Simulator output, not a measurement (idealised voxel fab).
Title: Process Module voxel wiring stack
Xsec cut, 290 nm wide, square cell size 5 nm.
In this document a cross-section is written as a grid of square cells. It is given as a series of bands, listed from the top down, and a band is one or more rows of cells. Top height, bottom height, nm. Materials left to right, width each, nm. Single material + "throughout" = fills band edge to edge. "blank" = empty. Heights are expressed relative to 0, this being the level below which the as-received wafer comprises one material exclusively. The lowest band is unbounded in the downward direction and is denoted as in "0 and below". You'd read "30..40" like this: the band's top row of cells is as wide as the first number, its bottom row is as wide as the second, and going down, every row changes width by the same amount as the row before did. Where a step carries "no change occurred", the cross-section came out of it unchanged, cell for cell. Voids not open to the top, 8 cells minimum: see "Entrapped voids". Written width x height at distance; distance is from the left edge; nm. On a step's line, text after the settings is the simulator commenting on that step. Regarding "overlay nm": on a step with a mask, it is the distance the mask lay to the right of its planned place; a negative value places it to the left. In what follows, pairs of cross-sections are presented, each taken before and after one process step, with the after cross-section shown only down to the lowest band that was altered; the step, together with its settings, is stated below the pair. The pairs may stem from different runs of this module on the same starting wafer; accordingly, a pair should be taken as continuing from the one above it solely where its entry headed "Preceding state" indicates as much.
-- Preceding state
- 115 down to 100 = lowk 60 nm; blank 30 nm; lowk 15 nm; blank 30 nm; lowk 15 nm; blank 30 nm; lowk 15 nm; blank 30 nm; lowk 65 nm
- 100 down to 90 = lowk 60 nm; blank 15 nm; lowk 75 nm; blank 15 nm; lowk 125 nm
- 90 down to 85 = SiCN 60 nm; blank 15 nm; SiCN 75 nm; blank 15 nm; SiCN 125 nm
- 85 down to 70 = W 50 nm; TiN 5 nm; lowk 5 nm; TiN 5 nm; W 20 nm; TiN 5 nm; lowk 15 nm; TiN 5 nm; W 20 nm; TiN 5 nm; lowk 15 nm; TiN 5 nm; W 20 nm; TiN 5 nm; lowk 15 nm; TiN 5 nm; W 20 nm; TiN 5 nm; lowk 25 nm; TiN 5 nm; W 35 nm
- 70 down to 65 = TiN 55 nm; lowk 5 nm; TiN 5 nm; W 20 nm; TiN 5 nm; lowk 15 nm; TiN 5 nm; W 20 nm; TiN 5 nm; lowk 15 nm; TiN 5 nm; W 20 nm; TiN 5 nm; lowk 15 nm; TiN 5 nm; W 20 nm; TiN 5 nm; lowk 25 nm; TiN 40 nm
- 65 down to 60 = lowk 55 nm; SiCN 5 nm; TiN 30 nm; SiCN 15 nm; TiN 30 nm; SiCN 15 nm; TiN 30 nm; SiCN 15 nm; TiN 30 nm; SiCN 25 nm; lowk 40 nm
- 60 down to 45 = lowk 55 nm; SiCN 5 nm; SiO2 15 nm; Ru 30 nm; SiO2 15 nm; Ru 30 nm; SiO2 15 nm; Ru 30 nm; SiO2 15 nm; Ru 35 nm; SiCN 5 nm; lowk 40 nm
- 45 down to 40 = SiCN 75 nm; Ru 30 nm; SiCN 15 nm; Ru 30 nm; SiCN 15 nm; Ru 30 nm; SiCN 15 nm; Ru 35 nm; SiCN 45 nm
- 40 down to 20 = lowk 60 nm; TiN 5 nm; Cu 20 nm; TiN 5 nm; lowk 15 nm; TiN 5 nm; Cu 20 nm; TiN 5 nm; lowk 15 nm; TiN 5 nm; Cu 20 nm; TiN 5 nm; lowk 15 nm; TiN 5 nm; Cu 20 nm; TiN 5 nm; lowk 65 nm
- 20 down to 15 = SiCN 60 nm; TiN 30 nm; SiCN 15 nm; TiN 30 nm; SiCN 15 nm; TiN 30 nm; SiCN 15 nm; TiN 30 nm; SiCN 65 nm
- 15 down to 0 = SiO2 throughout
- 0 and below = Si throughout
- Entrapped voids: none
-- Step Result
- 120 down to 115 = TiN 65 nm; blank 20 nm; TiN 25 nm; blank 20 nm; TiN 25 nm; blank 20 nm; TiN 25 nm; blank 20 nm; TiN 70 nm
- 115 down to 105 = lowk 60 nm; TiN 5 nm; blank 20 nm; TiN 5 nm; lowk 15 nm; TiN 5 nm; blank 20 nm; TiN 5 nm; lowk 15 nm; TiN 5 nm; blank 20 nm; TiN 5 nm; lowk 15 nm; TiN 5 nm; blank 20 nm; TiN 5 nm; lowk 65 nm
- 105 down to 100 = lowk 60 nm; TiN 5 nm; blank 5 nm; TiN 20 nm; lowk 15 nm; TiN 30 nm; lowk 15 nm; TiN 5 nm; blank 5 nm; TiN 20 nm; lowk 15 nm; TiN 30 nm; lowk 65 nm
- 100 down to 90 = lowk 60 nm; TiN 5 nm; blank 5 nm; TiN 5 nm; lowk 75 nm; TiN 5 nm; blank 5 nm; TiN 5 nm; lowk 125 nm
- 90 down to 85 = SiCN 60 nm; TiN 15 nm; SiCN 75 nm; TiN 15 nm; SiCN 125 nm
- Under the height 85 nothing was changed.
- Entrapped voids: none
In between the before and after cross-sections above, the step is op CONFORMAL_DEP | material TiN | thk nm 5
Preceding state: The structure entering this step is exactly what the pair just above shows after its step.
-- Step Result
- 125 down to 120 = Cu throughout
- 120 down to 115 = TiN 65 nm; Cu 20 nm; TiN 25 nm; Cu 20 nm; TiN 25 nm; Cu 20 nm; TiN 25 nm; Cu 20 nm; TiN 70 nm
- 115 down to 105 = lowk 60 nm; TiN 5 nm; Cu 20 nm; TiN 5 nm; lowk 15 nm; TiN 5 nm; Cu 20 nm; TiN 5 nm; lowk 15 nm; TiN 5 nm; Cu 20 nm; TiN 5 nm; lowk 15 nm; TiN 5 nm; Cu 20 nm; TiN 5 nm; lowk 65 nm
- 105 down to 100 = lowk 60 nm; TiN 5 nm; Cu 5 nm; TiN 20 nm; lowk 15 nm; TiN 30 nm; lowk 15 nm; TiN 5 nm; Cu 5 nm; TiN 20 nm; lowk 15 nm; TiN 30 nm; lowk 65 nm
- 100 down to 90 = lowk 60 nm; TiN 5 nm; Cu 5 nm; TiN 5 nm; lowk 75 nm; TiN 5 nm; Cu 5 nm; TiN 5 nm; lowk 125 nm
- Under the height 90 nothing was changed.
- Entrapped voids: none
In between the before and after cross-sections above, the step is op FILL_DEP | material Cu | thk nm 5
Preceding state: The structure entering this step is exactly what the pair just above shows after its step.
-- Step Result
- 115 down to 105 = lowk 60 nm; TiN 5 nm; Cu 20 nm; TiN 5 nm; lowk 15 nm; TiN 5 nm; Cu 20 nm; TiN 5 nm; lowk 15 nm; TiN 5 nm; Cu 20 nm; TiN 5 nm; lowk 15 nm; TiN 5 nm; Cu 20 nm; TiN 5 nm; lowk 65 nm
- Under the height 105 nothing was changed.
- Entrapped voids: none
In between the before and after cross-sections above, the step is op CMP | height nm 115
Preceding state: The structure entering this step is exactly what the pair just above shows after its step.
-- Step Result
- 120 down to 115 = SiCN throughout
- Under the height 115 nothing was changed.
- Entrapped voids: none
In between the before and after cross-sections above, the step is op CONFORMAL_DEP | material SiCN | thk nm 5
